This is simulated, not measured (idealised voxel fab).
The following is a process module called voxel capacitor over wiring.
It is cross-section cut that appears here, measuring 175 nm in width, its square cells being 5 nm in size.
Think of the cross-section as a grid of square cells. We describe it in bands, top to bottom, and each band covers one or more rows of those cells. Read a band's entry like this: the first values are the height of its top and the height of its bottom in nm, and what follows is the sequence of materials from left to right, each with its width in nm. Note that "air" is empty space, and that a single material marked "everywhere" reaches across the band from edge to edge. The reference from which all heights are counted is 0, the level beneath which the as-received wafer is entirely one material; the lowest band, having no lower bound, proceeds downward and is written after the example "0 down". The width entry "30 to 40" should be interpreted row by row: the top row of cells in the band takes the first number, the bottom row takes the second number, and the change between adjacent rows is uniform throughout. "remained unchanged", as given for a step, is the statement that not any cell of the cross-section underwent a change during that step. So "Closed voids list" is basically the list of trapped voids: any empty space of 8 cells or more that can't reach the top through an opening. They're written width x height at distance, the distance being from the left edge, and it's all nm. Post-settings text on a step line: simulator's own remark regarding the step. The optional step-line setting "overlay nm" applies to steps with a mask and quantifies how far to the right of its planned location the mask lay, a negative value indicating leftward placement.
The following list gives the planned process steps:
- 1: RECEIVE with material Si
- 2: CONFORMAL_DEP with material SiO2, thk nm 10
- 3: DIRECTIONAL_DEP with material TiN, thk nm 5
- 4: DIRECTIONAL_DEP with material W, thk nm 20
- 5: DIRECTIONAL_DEP with material aC, thk nm 10
- 6: PATTERN with tone cover, mask id METAL_1, material resist, width nm 30, pitch nm 80, thk nm 25, overlay nm 0
- 7: DIRECTIONAL_ETCH with etch materials aC, depth nm 5
- 8: STRIP with etch materials resist
- 9: DIRECTIONAL_ETCH with etch materials W, depth nm 20
- 10: DIRECTIONAL_ETCH with etch materials TiN, depth nm 5
- 11: STRIP with etch materials aC
- 12: CONFORMAL_DEP with material SiCN, thk nm 5
- 13: FILL_DEP with material lowk, thk nm 10
- 14: CMP with height nm 35
- 15: CONFORMAL_DEP with material SiCN, thk nm 5
- 16: DIRECTIONAL_DEP with material lowk, thk nm 10
- 17: PATTERN with tone open, mask id PLUG_1, material resist, width nm 15, thk nm 15, overlay nm 0
- 18: DIRECTIONAL_ETCH with etch materials lowk, depth nm 10
- 19: DIRECTIONAL_ETCH with etch materials SiCN, depth nm 5
- 20: STRIP with etch materials resist
- 21: EPI with material Ru, thk nm 10
- 22: EPI with material Ru, thk nm 5
- 23: DIRECTIONAL_DEP with material TiN, thk nm 10
- 24: DIRECTIONAL_DEP with material SiN, thk nm 5
- 25: DIRECTIONAL_DEP with material TiN, thk nm 10
- 26: PATTERN with tone cover, mask id UPPER_PLATE, material resist, width nm 55, thk nm 15, overlay nm 0
- 27: DIRECTIONAL_ETCH with etch materials TiN, depth nm 10
- 28: DIRECTIONAL_ETCH with etch materials SiN, depth nm 5
- 29: STRIP with etch materials resist
- 30: MASKED_ETCH with tone cover, mask id LOWER_PLATE, width nm 65, etch materials TiN, depth nm 10, overlay nm 0
- 31: FILL_DEP with material SiO2, thk nm 20
- 32: CMP with height nm 90
- 33: PATTERN with tone open, mask id PLUG_2, material resist, width nm 15, thk nm 15, overlay nm 0
- 34: DIRECTIONAL_ETCH with etch materials SiO2, depth nm 15
- 35: STRIP with etch materials resist
- 36: CONFORMAL_DEP with material TiN, thk nm 5
- 37: FILL_DEP with material Ru, thk nm 10
- 38: CMP with height nm 90
- 39: CONFORMAL_DEP with material SiCN, thk nm 5
The plan's step 7 depth nm is the first wafer's value; the wafers differ in this setting and start identical.
Step 1 complete: as-received cross-section of the first of several wafers:
	0 down = Si everywhere
	Closed voids list: none
The first of several wafers, seen in cross-section after the module's last step, step 39:
	95 to 90 = SiCN everywhere
	90 to 80 = SiO2 (55) | TiN (5) | Ru (5) | TiN (5) | SiO2 (105)
	80 to 75 = SiO2 (55) | TiN (15) | SiO2 (105)
	75 to 65 = SiO2 (45) | TiN (55) | SiO2 (75)
	65 to 60 = SiO2 (45) | SiN (55) | SiO2 (75)
	60 to 50 = SiO2 (40) | TiN (65) | SiO2 (70)
	50 to 40 = lowk (45) | Ru (15) | lowk (115)
	40 to 35 = SiCN (45) | Ru (15) | SiCN (115)
	35 to 15 = W everywhere
	15 to 10 = TiN everywhere
	10 to 0 = SiO2 everywhere
	0 down = Si everywhere
	Closed voids list: none
Last-wafer cross-section at the end of the module:
	95 to 90 = SiCN everywhere
	90 to 80 = SiO2 (55) | TiN (5) | Ru (5) | TiN (5) | SiO2 (105)
	80 to 75 = SiO2 (55) | TiN (15) | SiO2 (105)
	75 to 65 = SiO2 (45) | TiN (55) | SiO2 (75)
	65 to 60 = SiO2 (45) | SiN (55) | SiO2 (75)
	60 to 50 = SiO2 (40) | TiN (65) | SiO2 (70)
	50 to 40 = lowk (45) | Ru (15) | lowk (115)
	40 to 35 = SiCN (45) | Ru (15) | SiCN (115)
	35 to 15 = lowk (25) | SiCN (5) | W (30) | SiCN (5) | lowk (40) | SiCN (5) | W (30) | SiCN (5) | lowk (30)
	15 to 10 = SiCN (30) | TiN (30) | SiCN (50) | TiN (30) | SiCN (35)
	10 to 0 = SiO2 everywhere
	0 down = Si everywhere
	Closed voids list: none
So in this table every wafer gets its own row, and what you see is where it stands at the end of the module: for each material, how many cells it picked up (+) or gave up (-) since we received it, and after that its closed voids:
depth nm 5 | +11 Ru | +67 SiCN | +11 SiN | +282 SiO2 | +90 TiN | +140 W | +64 lowk | Closed voids list: none
depth nm 10 | +11 Ru | +106 SiCN | +11 SiN | +282 SiO2 | +67 TiN | +48 W | +140 lowk | Closed voids list: none
depth nm 15 | +11 Ru | +106 SiCN | +11 SiN | +282 SiO2 | +67 TiN | +48 W | +140 lowk | Closed voids list: none
depth nm 20 | +11 Ru | +106 SiCN | +11 SiN | +282 SiO2 | +67 TiN | +48 W | +140 lowk | Closed voids list: none
depth nm 25 | +11 Ru | +106 SiCN | +11 SiN | +282 SiO2 | +67 TiN | +48 W | +140 lowk | Closed voids list: none
